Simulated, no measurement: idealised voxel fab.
Process module in this document: voxel self aligned vias
Displayed cross-section: cut, width of 155 nm, square cells sized 5 nm.
Reading order for cross-sections: top band down to bottom band. Underlying form: a grid of square cells. Band size: one or more rows of cells. Look at the band entry: it leads with the top's height and the bottom's height in nm. Then it lists the materials left to right, with a width in nm for each. The word "throughout" on a single material says that material fills the band edge to edge. The word "empty" is empty space. Below 0: as-received wafer, all one material; heights counted from there. Lowest band: no bottom, goes on down, written "z 0 and below". A two-number width, for instance "30..40", indicates that the width is equal to the first number in the top row of the band and to the second number in the bottom row, and that it changes by a constant amount per row of cells. "changes: none" -> step changed no cross-section cell. Look at "Closed cavity list" for the closed voids: empty spaces with no open path to the top, sized 8 cells or up. Each is width x height at distance, distance from the left edge, all nm. On each step's line, the part that comes after the settings is the simulator's own comment on the step. overlay nm: where the mask lay relative to plan, measured to the right, on steps with a mask; negatives go left.

PROCESS STEPS (PLANNED)
1 RECEIVE (material Si)
2 CONFORMAL_DEP (material SiO2; thk nm 15)
3 CONFORMAL_DEP (material SiCN; thk nm 5)
4 DIRECTIONAL_DEP (material SiO2; thk nm 20)
5 DIRECTIONAL_DEP (material aC; thk nm 15)
6 PATTERN (tone open; mask id LINES; material resist; width nm 20; pitch nm 70; thk nm 30; overlay nm 0)
7 DIRECTIONAL_ETCH (etch materials aC; depth nm 15)
8 STRIP (etch materials resist)
9 DIRECTIONAL_ETCH (etch materials SiO2; depth nm 20)
10 STRIP (etch materials aC)
11 CONFORMAL_DEP (material TiN; thk nm 5)
12 FILL_DEP (material W; thk nm 10)
13 CMP (height nm 40)
14 SELECTIVE_ETCH (etch materials W Ru TiN; depth nm 5)
15 FILL_DEP (material SiN; thk nm 10)
16 CMP (height nm 40)
17 DIRECTIONAL_DEP (material SiO2; thk nm 20)
18 DIRECTIONAL_DEP (material aC; thk nm 10)
19 PATTERN (tone open; mask id VIAS; material resist; width nm 40; thk nm 30; overlay nm 0)
20 DIRECTIONAL_ETCH (etch materials aC; depth nm 10)
21 STRIP (etch materials resist)
22 DIRECTIONAL_ETCH (etch materials SiO2; depth nm 20)
23 DIRECTIONAL_ETCH (etch materials SiN; depth nm 5)
24 STRIP (etch materials aC)
25 CONFORMAL_DEP (material TiN; thk nm 5)
26 FILL_DEP (material Cu; thk nm 5)
27 CMP (height nm 60)
28 CONFORMAL_DEP (material SiN; thk nm 5)

FIRST OF TWO WAFERS: RUN AS PLANNED

WAFER AT RECEIPT (POST STEP 1), CROSS-SECTION
- z 0 and below | Si throughout
- Closed cavity list: none

STEP 2 DONE - WAFER CROSS-SECTION
- z 15 to 0 | SiO2 throughout
- Note: structure below 0 unchanged.

STEP 3 DONE - WAFER CROSS-SECTION
- z 20 to 15 | SiCN throughout
- Note: structure below 15 unchanged.

STEP 4 DONE - WAFER CROSS-SECTION
- z 40 to 20 | SiO2 throughout
- Note: structure below 20 unchanged.

STEP 5 DONE - WAFER CROSS-SECTION
- z 55 to 40 | aC throughout
- Note: structure below 40 unchanged.

STEP 6 DONE - WAFER CROSS-SECTION
- z 85 to 55 | resist 30, then empty 20, then resist 50, then empty 20, then resist 35
- Note: structure below 55 unchanged.

STEP 7 DONE - WAFER CROSS-SECTION
- z 70 to 55 | resist 30, then empty 20, then resist 50, then empty 20, then resist 35
- z 55 to 40 | aC 30, then empty 20, then aC 50, then empty 20, then aC 35
- Note: structure below 40 unchanged.

STEP 8 DONE - WAFER CROSS-SECTION
- z 55 to 40 | aC 30, then empty 20, then aC 50, then empty 20, then aC 35
- Note: structure below 40 unchanged.

STEP 9 DONE - WAFER CROSS-SECTION
- z 55 to 40 | aC 30, then empty 20, then aC 50, then empty 20, then aC 35
- z 40 to 20 | SiO2 30, then empty 20, then SiO2 50, then empty 20, then SiO2 35
- Note: structure below 20 unchanged.

STEP 10 DONE - WAFER CROSS-SECTION
- z 40 to 20 | SiO2 30, then empty 20, then SiO2 50, then empty 20, then SiO2 35
- Note: structure below 20 unchanged.

STEP 11 DONE - WAFER CROSS-SECTION
- z 45 to 40 | TiN 35, then empty 10, then TiN 60, then empty 10, then TiN 40
- z 40 to 25 | SiO2 30, then TiN 5, then empty 10, then TiN 5, then SiO2 50, then TiN 5, then empty 10, then TiN 5, then SiO2 35
- z 25 to 20 | SiO2 30, then TiN 20, then SiO2 50, then TiN 20, then SiO2 35
- Note: structure below 20 unchanged.

STEP 12 DONE - WAFER CROSS-SECTION
- z 55 to 45 | W throughout
- z 45 to 40 | TiN 35, then W 10, then TiN 60, then W 10, then TiN 40
- z 40 to 25 | SiO2 30, then TiN 5, then W 10, then TiN 5, then SiO2 50, then TiN 5, then W 10, then TiN 5, then SiO2 35
- Note: structure below 25 unchanged.

STEP 13 DONE - WAFER CROSS-SECTION
- z 40 to 25 | SiO2 30, then TiN 5, then W 10, then TiN 5, then SiO2 50, then TiN 5, then W 10, then TiN 5, then SiO2 35
- Note: structure below 25 unchanged.

STEP 14 DONE - WAFER CROSS-SECTION
- z 40 to 35 | SiO2 30, then empty 20, then SiO2 50, then empty 20, then SiO2 35
- Note: structure below 35 unchanged.

STEP 15 DONE - WAFER CROSS-SECTION
- z 50 to 40 | SiN throughout
- z 40 to 35 | SiO2 30, then SiN 20, then SiO2 50, then SiN 20, then SiO2 35
- Note: structure below 35 unchanged.

STEP 16 DONE - WAFER CROSS-SECTION
- z 40 to 35 | SiO2 30, then SiN 20, then SiO2 50, then SiN 20, then SiO2 35
- Note: structure below 35 unchanged.

STEP 17 DONE - WAFER CROSS-SECTION
- z 60 to 40 | SiO2 throughout
- Note: structure below 40 unchanged.

STEP 18 DONE - WAFER CROSS-SECTION
- z 70 to 60 | aC throughout
- Note: structure below 60 unchanged.

STEP 19 DONE - WAFER CROSS-SECTION
- z 100 to 70 | resist 20, then empty 40, then resist 95
- Note: structure below 70 unchanged.

STEP 20 DONE - WAFER CROSS-SECTION
- z 90 to 70 | resist 20, then empty 40, then resist 95
- z 70 to 60 | aC 20, then empty 40, then aC 95
- Note: structure below 60 unchanged.

STEP 21 DONE - WAFER CROSS-SECTION
- z 70 to 60 | aC 20, then empty 40, then aC 95
- Note: structure below 60 unchanged.

STEP 22 DONE - WAFER CROSS-SECTION
- z 70 to 60 | aC 20, then empty 40, then aC 95
- z 60 to 40 | SiO2 20, then empty 40, then SiO2 95
- Note: structure below 40 unchanged.

STEP 23 DONE - WAFER CROSS-SECTION
- z 70 to 60 | aC 20, then empty 40, then aC 95
- z 60 to 40 | SiO2 20, then empty 40, then SiO2 95
- z 40 to 35 | SiO2 30, then empty 20, then SiO2 50, then SiN 20, then SiO2 35
- Note: structure below 35 unchanged.

STEP 24 DONE - WAFER CROSS-SECTION
- z 60 to 40 | SiO2 20, then empty 40, then SiO2 95
- Note: structure below 40 unchanged.

STEP 25 DONE - WAFER CROSS-SECTION
- z 65 to 60 | TiN 25, then empty 30, then TiN 100
- z 60 to 45 | SiO2 20, then TiN 5, then empty 30, then TiN 5, then SiO2 95
- z 45 to 40 | SiO2 20, then TiN 15, then empty 10, then TiN 15, then SiO2 95
- z 40 to 35 | SiO2 30, then TiN 20, then SiO2 50, then SiN 20, then SiO2 35
- Note: structure below 35 unchanged.

STEP 26 DONE - WAFER CROSS-SECTION
- z 70 to 65 | Cu throughout
- z 65 to 60 | TiN 25, then Cu 30, then TiN 100
- z 60 to 45 | SiO2 20, then TiN 5, then Cu 30, then TiN 5, then SiO2 95
- z 45 to 40 | SiO2 20, then TiN 15, then Cu 10, then TiN 15, then SiO2 95
- Note: structure below 40 unchanged.

STEP 27 DONE - WAFER CROSS-SECTION
- z 60 to 45 | SiO2 20, then TiN 5, then Cu 30, then TiN 5, then SiO2 95
- Note: structure below 45 unchanged.

STEP 28 DONE - WAFER CROSS-SECTION
- z 65 to 60 | SiN throughout
- Note: structure below 60 unchanged.

THE REMAINING WAFER, SECOND OF THE TWO, STARTED LIKE THE FIRST AND WAS RUN TO THE SAME PLAN, EXCEPT THAT ONE MISTAKE WAS MADE ALONG THE WAY; THE TWO COINCIDE THROUGH STEP 2, INCLUSIVE

WHAT THE SECOND WAFER LOOKS LIKE IN CROSS-SECTION WHEN STEP 3 SHOULD HAVE WRAPPED UP
- z 35 to 0 | SiO2 throughout
- Note: structure below 0 unchanged.

WHAT THE SECOND WAFER LOOKS LIKE IN CROSS-SECTION WHEN STEP 4 SHOULD HAVE WRAPPED UP
- z 40 to 35 | SiCN throughout
- Note: structure below 35 unchanged.

WHAT THE SECOND WAFER LOOKS LIKE IN CROSS-SECTION WHEN STEP 5 SHOULD HAVE WRAPPED UP
- z 55 to 40 | aC throughout
- Note: structure below 40 unchanged.

WHAT THE SECOND WAFER LOOKS LIKE IN CROSS-SECTION WHEN STEP 6 SHOULD HAVE WRAPPED UP
- z 85 to 55 | resist 30, then empty 20, then resist 50, then empty 20, then resist 35
- Note: structure below 55 unchanged.

WHAT THE SECOND WAFER LOOKS LIKE IN CROSS-SECTION WHEN STEP 7 SHOULD HAVE WRAPPED UP
- z 70 to 55 | resist 30, then empty 20, then resist 50, then empty 20, then resist 35
- z 55 to 40 | aC 30, then empty 20, then aC 50, then empty 20, then aC 35
- Note: structure below 40 unchanged.

WHAT THE SECOND WAFER LOOKS LIKE IN CROSS-SECTION WHEN STEP 8 SHOULD HAVE WRAPPED UP
- z 55 to 40 | aC 30, then empty 20, then aC 50, then empty 20, then aC 35
- Note: structure below 40 unchanged.

What the second wafer looks like in cross-section when step 9 should have wrapped up: changes: none

WHAT THE SECOND WAFER LOOKS LIKE IN CROSS-SECTION WHEN STEP 10 SHOULD HAVE WRAPPED UP
- z 40 to 35 | SiCN throughout
- Note: structure below 35 unchanged.

WHAT THE SECOND WAFER LOOKS LIKE IN CROSS-SECTION WHEN STEP 11 SHOULD HAVE WRAPPED UP
- z 45 to 40 | TiN throughout
- Note: structure below 40 unchanged.

WHAT THE SECOND WAFER LOOKS LIKE IN CROSS-SECTION WHEN STEP 12 SHOULD HAVE WRAPPED UP
- z 55 to 45 | W throughout
- Note: structure below 45 unchanged.

WHAT THE SECOND WAFER LOOKS LIKE IN CROSS-SECTION WHEN STEP 13 SHOULD HAVE WRAPPED UP
- z 40 to 35 | SiCN throughout
- Note: structure below 35 unchanged.

What the second wafer looks like in cross-section when step 14 should have wrapped up: changes: none

WHAT THE SECOND WAFER LOOKS LIKE IN CROSS-SECTION WHEN STEP 15 SHOULD HAVE WRAPPED UP
- z 50 to 40 | SiN throughout
- Note: structure below 40 unchanged.

WHAT THE SECOND WAFER LOOKS LIKE IN CROSS-SECTION WHEN STEP 16 SHOULD HAVE WRAPPED UP
- z 40 to 35 | SiCN throughout
- Note: structure below 35 unchanged.

WHAT THE SECOND WAFER LOOKS LIKE IN CROSS-SECTION WHEN STEP 17 SHOULD HAVE WRAPPED UP
- z 60 to 40 | SiO2 throughout
- Note: structure below 40 unchanged.

WHAT THE SECOND WAFER LOOKS LIKE IN CROSS-SECTION WHEN STEP 18 SHOULD HAVE WRAPPED UP
- z 70 to 60 | aC throughout
- Note: structure below 60 unchanged.

WHAT THE SECOND WAFER LOOKS LIKE IN CROSS-SECTION WHEN STEP 19 SHOULD HAVE WRAPPED UP
- z 100 to 70 | resist 20, then empty 40, then resist 95
- Note: structure below 70 unchanged.

WHAT THE SECOND WAFER LOOKS LIKE IN CROSS-SECTION WHEN STEP 20 SHOULD HAVE WRAPPED UP
- z 90 to 70 | resist 20, then empty 40, then resist 95
- z 70 to 60 | aC 20, then empty 40, then aC 95
- Note: structure below 60 unchanged.

WHAT THE SECOND WAFER LOOKS LIKE IN CROSS-SECTION WHEN STEP 21 SHOULD HAVE WRAPPED UP
- z 70 to 60 | aC 20, then empty 40, then aC 95
- Note: structure below 60 unchanged.

WHAT THE SECOND WAFER LOOKS LIKE IN CROSS-SECTION WHEN STEP 22 SHOULD HAVE WRAPPED UP
- z 70 to 60 | aC 20, then empty 40, then aC 95
- z 60 to 40 | SiO2 20, then empty 40, then SiO2 95
- Note: structure below 40 unchanged.

What the second wafer looks like in cross-section when step 23 should have wrapped up: changes: none

WHAT THE SECOND WAFER LOOKS LIKE IN CROSS-SECTION WHEN STEP 24 SHOULD HAVE WRAPPED UP
- z 60 to 40 | SiO2 20, then empty 40, then SiO2 95
- Note: structure below 40 unchanged.

WHAT THE SECOND WAFER LOOKS LIKE IN CROSS-SECTION WHEN STEP 25 SHOULD HAVE WRAPPED UP
- z 65 to 60 | TiN 25, then empty 30, then TiN 100
- z 60 to 45 | SiO2 20, then TiN 5, then empty 30, then TiN 5, then SiO2 95
- z 45 to 40 | SiO2 20, then TiN 40, then SiO2 95
- Note: structure below 40 unchanged.

WHAT THE SECOND WAFER LOOKS LIKE IN CROSS-SECTION WHEN STEP 26 SHOULD HAVE WRAPPED UP
- z 70 to 65 | Cu throughout
- z 65 to 60 | TiN 25, then Cu 30, then TiN 100
- z 60 to 45 | SiO2 20, then TiN 5, then Cu 30, then TiN 5, then SiO2 95
- Note: structure below 45 unchanged.

WHAT THE SECOND WAFER LOOKS LIKE IN CROSS-SECTION WHEN STEP 27 SHOULD HAVE WRAPPED UP
- z 60 to 45 | SiO2 20, then TiN 5, then Cu 30, then TiN 5, then SiO2 95
- Note: structure below 45 unchanged.

WHAT THE SECOND WAFER LOOKS LIKE IN CROSS-SECTION WHEN STEP 28 SHOULD HAVE WRAPPED UP
- z 65 to 60 | SiN throughout
- Note: structure below 60 unchanged.
Error vs. plan: note: step 3 <-> step 4, run order reversed vs plan
at the end the second wafer has, in cells: Cu: 2 fewer, SiN: 4 fewer, SiO2: 32 more, TiN: 18 fewer, W: 8 fewer
